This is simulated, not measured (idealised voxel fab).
The name of this process module is voxel air gaps.
Cross-sectional view cut (width: 215 nm; square cell size: 5 nm).
In this document a cross-section is written as a grid of square cells. It is given as a series of bands, listed from the top down, and a band is one or more rows of cells.
Quick guide to a band line: top height, bottom height (nm) up front; then every material left to right with its width in nm. Only one material and it's marked "all across"? Then it fills the band edge to edge. And "empty" just means empty space.
Height datum 0, below which the as-received substrate wafer is one material. Lowest band open at the bottom, running downward: "0 -> down".
Graded width ("30->40"): value in top row of band = first number; value in bottom row = second number; row-to-row change constant.
"everything unchanged" for a step: no cell of the cross-section changed in that step.
Enclosed voids (no open way to top), threshold 8 cells or more, entry "Sealed internal cavities", notation width x height at distance, distance from left edge, nm.
Formally, on a step line, whatever follows the settings is a remark that the simulator itself makes on the step.
overlay nm, on a step with a mask: how far to the right of its planned place the mask lay; to the left if negative

[This section lists the process steps that were planned]
1) RECEIVE: material Si
2) CONFORMAL_DEP: material SiO2, thk nm 10
3) CONFORMAL_DEP: material SiN, thk nm 5
4) DIRECTIONAL_DEP: material SiO2, thk nm 35
5) DIRECTIONAL_DEP: material aC, thk nm 10
6) PATTERN: tone open, mask id LINES, material resist, width nm 25, pitch nm 55, thk nm 25, overlay nm -15
7) DIRECTIONAL_ETCH: etch materials aC, depth nm 10
8) STRIP: etch materials resist
9) DIRECTIONAL_ETCH: etch materials SiO2, depth nm 35
10) STRIP: etch materials aC
11) CONFORMAL_DEP: material TiN, thk nm 5
12) FILL_DEP: material Cu, thk nm 5
13) CMP: height nm 50
14) EPI: material Ru, thk nm 10
15) SELECTIVE_ETCH: etch materials SiO2, depth nm 45
16) CONFORMAL_DEP: material SiCN, thk nm 5
All wafers enter the flow in the same state. The overlay nm at step 6 differs from wafer to wafer, and the plan gives the value for the first wafer.

[Step 1 complete: as-received cross-section of the first of several wafers]
    0 -> down: Si all across
    Sealed internal cavities: none

[First wafer of several, cross-section, module end, after step 16 (last)]
    65 -> 60: 10 nm empty  165 nm SiCN  40 nm empty
    60 -> 50: 10 nm empty  5 nm SiCN  45 nm Ru  10 nm SiCN  45 nm Ru  10 nm SiCN  45 nm Ru  5 nm SiCN  40 nm empty
    50 -> 45: 10 nm empty  15 nm SiCN  5 nm TiN  15 nm Cu  5 nm TiN  30 nm SiCN  5 nm TiN  15 nm Cu  5 nm TiN  30 nm SiCN  5 nm TiN  15 nm Cu  5 nm TiN  15 nm SiCN  40 nm empty
    45 -> 20: 20 nm empty  5 nm SiCN  5 nm TiN  15 nm Cu  5 nm TiN  5 nm SiCN  20 nm empty  5 nm SiCN  5 nm TiN  15 nm Cu  5 nm TiN  5 nm SiCN  20 nm empty  5 nm SiCN  5 nm TiN  15 nm Cu  5 nm TiN  5 nm SiCN  50 nm empty
    20 -> 15: 25 nm SiCN  25 nm TiN  30 nm SiCN  25 nm TiN  30 nm SiCN  25 nm TiN  55 nm SiCN
    15 -> 10: SiN all across
    10 -> 0: SiO2 all across
    0 -> down: Si all across
    Sealed internal cavities: 20 x 25 at 55; 20 x 25 at 110

[The module's end: a cross-section of the last wafer]
    65 -> 60: 40 nm empty  165 nm SiCN  10 nm empty
    60 -> 50: 40 nm empty  5 nm SiCN  45 nm Ru  10 nm SiCN  45 nm Ru  10 nm SiCN  45 nm Ru  5 nm SiCN  10 nm empty
    50 -> 45: 40 nm empty  15 nm SiCN  5 nm TiN  15 nm Cu  5 nm TiN  30 nm SiCN  5 nm TiN  15 nm Cu  5 nm TiN  30 nm SiCN  5 nm TiN  15 nm Cu  5 nm TiN  15 nm SiCN  10 nm empty
    45 -> 20: 50 nm empty  5 nm SiCN  5 nm TiN  15 nm Cu  5 nm TiN  5 nm SiCN  20 nm empty  5 nm SiCN  5 nm TiN  15 nm Cu  5 nm TiN  5 nm SiCN  20 nm empty  5 nm SiCN  5 nm TiN  15 nm Cu  5 nm TiN  5 nm SiCN  20 nm empty
    20 -> 15: 55 nm SiCN  25 nm TiN  30 nm SiCN  25 nm TiN  30 nm SiCN  25 nm TiN  25 nm SiCN
    15 -> 10: SiN all across
    10 -> 0: SiO2 all across
    0 -> down: Si all across
    Sealed internal cavities: 20 x 25 at 85; 20 x 25 at 140

[Per wafer (row), end of module: delta in cells per material since receipt, (+) for gained, (-) for lost; closed voids after that]
overlay nm -15, +54 Cu, +54 Ru, +121 SiCN, +43 SiN, +86 SiO2, +51 TiN, Sealed internal cavities: 20 x 25 at 55; 20 x 25 at 110
overlay nm -10, +54 Cu, +54 Ru, +121 SiCN, +43 SiN, +86 SiO2, +51 TiN, Sealed internal cavities: 20 x 25 at 60; 20 x 25 at 115
overlay nm -5, +54 Cu, +54 Ru, +121 SiCN, +43 SiN, +86 SiO2, +51 TiN, Sealed internal cavities: 20 x 25 at 65; 20 x 25 at 120
overlay nm 0, +54 Cu, +54 Ru, +121 SiCN, +43 SiN, +86 SiO2, +51 TiN, Sealed internal cavities: 20 x 25 at 70; 20 x 25 at 125
overlay nm 5, +54 Cu, +54 Ru, +121 SiCN, +43 SiN, +86 SiO2, +51 TiN, Sealed internal cavities: 20 x 25 at 75; 20 x 25 at 130
overlay nm 10, +54 Cu, +54 Ru, +121 SiCN, +43 SiN, +86 SiO2, +51 TiN, Sealed internal cavities: 20 x 25 at 80; 20 x 25 at 135
overlay nm 15, +54 Cu, +54 Ru, +121 SiCN, +43 SiN, +86 SiO2, +51 TiN, Sealed internal cavities: 20 x 25 at 85; 20 x 25 at 140
